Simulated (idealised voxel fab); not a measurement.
Herein follows the process module entitled voxel double patterning.
Cross-section cut: width 280 nm, square cells of 5 nm.
Heads up, the way a cross-section reads in here is a grid of square cells, handed over as bands from the top down, with every band being one or more rows of cells. Quick guide to a band line: top height, bottom height (nm) up front; then every material left to right with its width in nm. Only one material and it's marked "all across"? Then it fills the band edge to edge. And "air" just means empty space. Heads up on the height convention: 0 is the point under which the incoming wafer is all one material, and the lowest band has no bottom, it just keeps going down, like "0 down". With a width like "30->40", each row of cells in the band differs from the next by the same amount, the top row carrying the first number and the bottom row the second. Basically "no alterations made" means that step didn't change any cell in the cross-section. "Closed void entries" means: voids of 8 cells or more that are shut off from the top with no open way through. Written width x height at distance, distance from the left edge, in nm. It should be noted that, on the line of a given step, the content following the step's settings is a remark produced by the simulator itself with respect to that step. You can add "overlay nm" to a step's line. For a step with a mask, it describes how far the mask lay to the right of its planned position, and a negative number describes a lay to the left.

SO HERE'S THE LINEUP OF PROCESS STEPS WE PLANNED
1,RECEIVE (material Si)
2,CONFORMAL_DEP (material SiO2; thk nm 5)
3,DIRECTIONAL_DEP (material TiN; thk nm 20)
4,DIRECTIONAL_DEP (material SiCN; thk nm 5)
5,PATTERN (tone open; mask id FIRST; material resist; width nm 15; pitch nm 50; thk nm 15; overlay nm 0)
6,DIRECTIONAL_ETCH (etch materials SiCN; depth nm 5)
7,STRIP (etch materials resist)
8,PATTERN (tone open; mask id SECOND; material resist; width nm 15; thk nm 15; overlay nm 0)
9,DIRECTIONAL_ETCH (etch materials SiCN; depth nm 5)
10,STRIP (etch materials resist)
11,DIRECTIONAL_ETCH (etch materials TiN; depth nm 20)
12,STRIP (etch materials SiCN)

STEP 1 COMPLETE: CROSS-SECTION OF THE WAFER AS RECEIVED
* 0 down = Si all across
* Closed void entries: none

POST-MODULE CROSS-SECTION OF THE FIRST OF TWO WAFERS (RUN PER PLAN)
* 25 to 5 = 105 of TiN; 15 of air; 10 of TiN; 15 of air; 10 of TiN; 15 of air; 110 of TiN
* 5 to 0 = SiO2 all across
* 0 down = Si all across
* Closed void entries: none

SECOND WAFER OF THE TWO, SECTIONED AT THE END OF THE MODULE. IT BEGAN LIKE THE FIRST AND FOLLOWED THE SAME PLAN, BUT ONE MISTAKE WAS MADE WHILE RUNNING IT
* 30 to 25 = 105 of SiCN; 15 of air; 10 of SiCN; 15 of air; 10 of SiCN; 15 of air; 110 of SiCN
* 25 to 5 = 105 of TiN; 15 of air; 10 of TiN; 15 of air; 10 of TiN; 15 of air; 110 of TiN
* 5 to 0 = SiO2 all across
* 0 down = Si all across
* Closed void entries: none
Diagnosis: step 12 of the plan was excluded from execution and never run
Final difference in cells, second wafer against first, listed per material as more or fewer: +47 SiCN
